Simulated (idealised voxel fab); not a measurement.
process module | voxel gate over fins
cross-section cut | 255 nm wide | cells 5 nm
A cross-section is a grid of square cells, given in bands from the top down. A band is one or more rows of cells.
Each band's line starts with the height of the band's top and of its bottom, in nm. Then come its materials from left to right, each with its width in nm. One material with "throughout" fills the band from edge to edge. "air" is empty space.
Height 0 is the level under which the wafer as received is all one material. The lowest band goes on downwards, as in "0 down".
A width such as "30 to 40" changes by the same amount from each row of cells to the next, from the band's top row to its bottom row.
"no change" after a step means that no cell of the cross-section changed.
closed voids: empty space of 8 cells or more with no open way to the top, each as width x height at its distance from the left edge, in nm
after a step's settings: what the simulator itself notes on the step
overlay nm, on a step with a mask: how far to the right of its planned place the mask lay; to the left if negative
plan
1 op RECEIVE | material Si
2 op CONFORMAL_DEP | material SiN | thk nm 5
3 op MASKED_ETCH | tone cover | mask id FINS | width nm 15 | pitch nm 45 | etch materials SiN | depth nm 5 | overlay nm 0
4 op MASKED_ETCH | tone cover | mask id FINS | width nm 15 | pitch nm 45 | etch materials Si | depth nm 30 | overlay nm 0
5 op OXIDIZE | depth nm 5
6 op FILL_DEP | material SiO2 | thk nm 5
7 op CMP | height nm 5
8 op SELECTIVE_ETCH | etch materials SiO2 | depth nm 15
9 op STRIP | etch materials SiN
10 op CONFORMAL_DEP | material HfO2 | thk nm 5
11 op CONFORMAL_DEP | material TiN | thk nm 5
12 op FILL_DEP | material W | thk nm 15
13 op CMP | height nm 20
14 op CONFORMAL_DEP | material SiN | thk nm 5
first wafer, as planned
as received, after step 1
  0 down: Si throughout
  closed voids: none
after step 2
  5 to 0: SiN throughout
  below 0: unchanged
after step 3
  5 to 0: air 50 | SiN 15 | air 30 | SiN 15 | air 30 | SiN 15 | air 30 | SiN 15 | air 55
  below 0: unchanged
after step 4
  5 to 0: air 50 | SiN 15 | air 30 | SiN 15 | air 30 | SiN 15 | air 30 | SiN 15 | air 55
  0 to -30: air 50 | Si 15 | air 30 | Si 15 | air 30 | Si 15 | air 30 | Si 15 | air 55
  below -30: unchanged
after step 5
  5 to 0: air 50 | SiN 15 | air 30 | SiN 15 | air 30 | SiN 15 | air 30 | SiN 15 | air 55
  0 to -30: air 50 | SiO2 5 | Si 5 | SiO2 5 | air 30 | SiO2 5 | Si 5 | SiO2 5 | air 30 | SiO2 5 | Si 5 | SiO2 5 | air 30 | SiO2 5 | Si 5 | SiO2 5 | air 55
  -30 to -35: SiO2 55 | Si 5 | SiO2 40 | Si 5 | SiO2 40 | Si 5 | SiO2 40 | Si 5 | SiO2 60
  below -35: unchanged
after step 6
  10 to 5: SiO2 throughout
  5 to 0: SiO2 50 | SiN 15 | SiO2 30 | SiN 15 | SiO2 30 | SiN 15 | SiO2 30 | SiN 15 | SiO2 55
  0 to -35: SiO2 55 | Si 5 | SiO2 40 | Si 5 | SiO2 40 | Si 5 | SiO2 40 | Si 5 | SiO2 60
  below -35: unchanged
after step 7
  5 to 0: SiO2 50 | SiN 15 | SiO2 30 | SiN 15 | SiO2 30 | SiN 15 | SiO2 30 | SiN 15 | SiO2 55
  below 0: unchanged
after step 8
  5 to 0: air 50 | SiN 15 | air 30 | SiN 15 | air 30 | SiN 15 | air 30 | SiN 15 | air 55
  0 to -10: air 55 | Si 5 | air 40 | Si 5 | air 40 | Si 5 | air 40 | Si 5 | air 60
  below -10: unchanged
after step 9
  0 to -10: air 55 | Si 5 | air 40 | Si 5 | air 40 | Si 5 | air 40 | Si 5 | air 60
  below -10: unchanged
after step 10
  5 to 0: air 50 | HfO2 15 | air 30 | HfO2 15 | air 30 | HfO2 15 | air 30 | HfO2 15 | air 55
  0 to -5: air 50 | HfO2 5 | Si 5 | HfO2 5 | air 30 | HfO2 5 | Si 5 | HfO2 5 | air 30 | HfO2 5 | Si 5 | HfO2 5 | air 30 | HfO2 5 | Si 5 | HfO2 5 | air 55
  -5 to -10: HfO2 55 | Si 5 | HfO2 40 | Si 5 | HfO2 40 | Si 5 | HfO2 40 | Si 5 | HfO2 60
  below -10: unchanged
after step 11
  10 to 5: air 45 | TiN 25 | air 20 | TiN 25 | air 20 | TiN 25 | air 20 | TiN 25 | air 50
  5 to 0: air 45 | TiN 5 | HfO2 15 | TiN 5 | air 20 | TiN 5 | HfO2 15 | TiN 5 | air 20 | TiN 5 | HfO2 15 | TiN 5 | air 20 | TiN 5 | HfO2 15 | TiN 5 | air 50
  0 to -5: TiN 50 | HfO2 5 | Si 5 | HfO2 5 | TiN 30 | HfO2 5 | Si 5 | HfO2 5 | TiN 30 | HfO2 5 | Si 5 | HfO2 5 | TiN 30 | HfO2 5 | Si 5 | HfO2 5 | TiN 55
  below -5: unchanged
after step 12
  25 to 10: W throughout
  10 to 5: W 45 | TiN 25 | W 20 | TiN 25 | W 20 | TiN 25 | W 20 | TiN 25 | W 50
  5 to 0: W 45 | TiN 5 | HfO2 15 | TiN 5 | W 20 | TiN 5 | HfO2 15 | TiN 5 | W 20 | TiN 5 | HfO2 15 | TiN 5 | W 20 | TiN 5 | HfO2 15 | TiN 5 | W 50
  below 0: unchanged
after step 13
  20 to 10: W throughout
  below 10: unchanged
after step 14
  25 to 20: SiN throughout
  below 20: unchanged
second wafer: like start, like plan, one mistake. Through step 2 it matches the first wafer
when step 3 should have ended
  5 to 0: air 45 | SiN 25 | air 20 | SiN 25 | air 20 | SiN 25 | air 20 | SiN 25 | air 50
  below 0: unchanged
when step 4 should have ended
  5 to 0: air 45 | SiN 25 | air 20 | SiN 25 | air 20 | SiN 25 | air 20 | SiN 25 | air 50
  0 to -30: air 45 | Si 25 | air 20 | Si 25 | air 20 | Si 25 | air 20 | Si 25 | air 50
  below -30: unchanged
when step 5 should have ended
  5 to 0: air 45 | SiN 25 | air 20 | SiN 25 | air 20 | SiN 25 | air 20 | SiN 25 | air 50
  0 to -30: air 45 | SiO2 5 | Si 15 | SiO2 5 | air 20 | SiO2 5 | Si 15 | SiO2 5 | air 20 | SiO2 5 | Si 15 | SiO2 5 | air 20 | SiO2 5 | Si 15 | SiO2 5 | air 50
  -30 to -35: SiO2 50 | Si 15 | SiO2 30 | Si 15 | SiO2 30 | Si 15 | SiO2 30 | Si 15 | SiO2 55
  below -35: unchanged
when step 6 should have ended
  10 to 5: SiO2 throughout
  5 to 0: SiO2 45 | SiN 25 | SiO2 20 | SiN 25 | SiO2 20 | SiN 25 | SiO2 20 | SiN 25 | SiO2 50
  0 to -35: SiO2 50 | Si 15 | SiO2 30 | Si 15 | SiO2 30 | Si 15 | SiO2 30 | Si 15 | SiO2 55
  below -35: unchanged
when step 7 should have ended
  5 to 0: SiO2 45 | SiN 25 | SiO2 20 | SiN 25 | SiO2 20 | SiN 25 | SiO2 20 | SiN 25 | SiO2 50
  below 0: unchanged
when step 8 should have ended
  5 to 0: air 45 | SiN 25 | air 20 | SiN 25 | air 20 | SiN 25 | air 20 | SiN 25 | air 50
  0 to -10: air 50 | Si 15 | air 30 | Si 15 | air 30 | Si 15 | air 30 | Si 15 | air 55
  below -10: unchanged
when step 9 should have ended
  0 to -10: air 50 | Si 15 | air 30 | Si 15 | air 30 | Si 15 | air 30 | Si 15 | air 55
  below -10: unchanged
when step 10 should have ended
  5 to 0: air 45 | HfO2 25 | air 20 | HfO2 25 | air 20 | HfO2 25 | air 20 | HfO2 25 | air 50
  0 to -5: air 45 | HfO2 5 | Si 15 | HfO2 5 | air 20 | HfO2 5 | Si 15 | HfO2 5 | air 20 | HfO2 5 | Si 15 | HfO2 5 | air 20 | HfO2 5 | Si 15 | HfO2 5 | air 50
  -5 to -10: HfO2 50 | Si 15 | HfO2 30 | Si 15 | HfO2 30 | Si 15 | HfO2 30 | Si 15 | HfO2 55
  below -10: unchanged
when step 11 should have ended
  10 to 5: air 40 | TiN 35 | air 10 | TiN 35 | air 10 | TiN 35 | air 10 | TiN 35 | air 45
  5 to 0: air 40 | TiN 5 | HfO2 25 | TiN 5 | air 10 | TiN 5 | HfO2 25 | TiN 5 | air 10 | TiN 5 | HfO2 25 | TiN 5 | air 10 | TiN 5 | HfO2 25 | TiN 5 | air 45
  0 to -5: TiN 45 | HfO2 5 | Si 15 | HfO2 5 | TiN 20 | HfO2 5 | Si 15 | HfO2 5 | TiN 20 | HfO2 5 | Si 15 | HfO2 5 | TiN 20 | HfO2 5 | Si 15 | HfO2 5 | TiN 50
  below -5: unchanged
when step 12 should have ended
  25 to 10: W throughout
  10 to 5: W 40 | TiN 35 | W 10 | TiN 35 | W 10 | TiN 35 | W 10 | TiN 35 | W 45
  5 to 0: W 40 | TiN 5 | HfO2 25 | TiN 5 | W 10 | TiN 5 | HfO2 25 | TiN 5 | W 10 | TiN 5 | HfO2 25 | TiN 5 | W 10 | TiN 5 | HfO2 25 | TiN 5 | W 45
  below 0: unchanged
when step 13 should have ended
  20 to 10: W throughout
  below 10: unchanged
when step 14 should have ended
  25 to 20: SiN throughout
  below 20: unchanged
what went wrong: step 3 ran as: op MASKED_ETCH | tone cover | mask id FINS | width nm 25 | pitch nm 45 | etch materials SiN | depth nm 5 | overlay nm 0
at the end the second wafer has, in cells: 56 more of Si | 40 fewer of SiO2 | 16 fewer of W
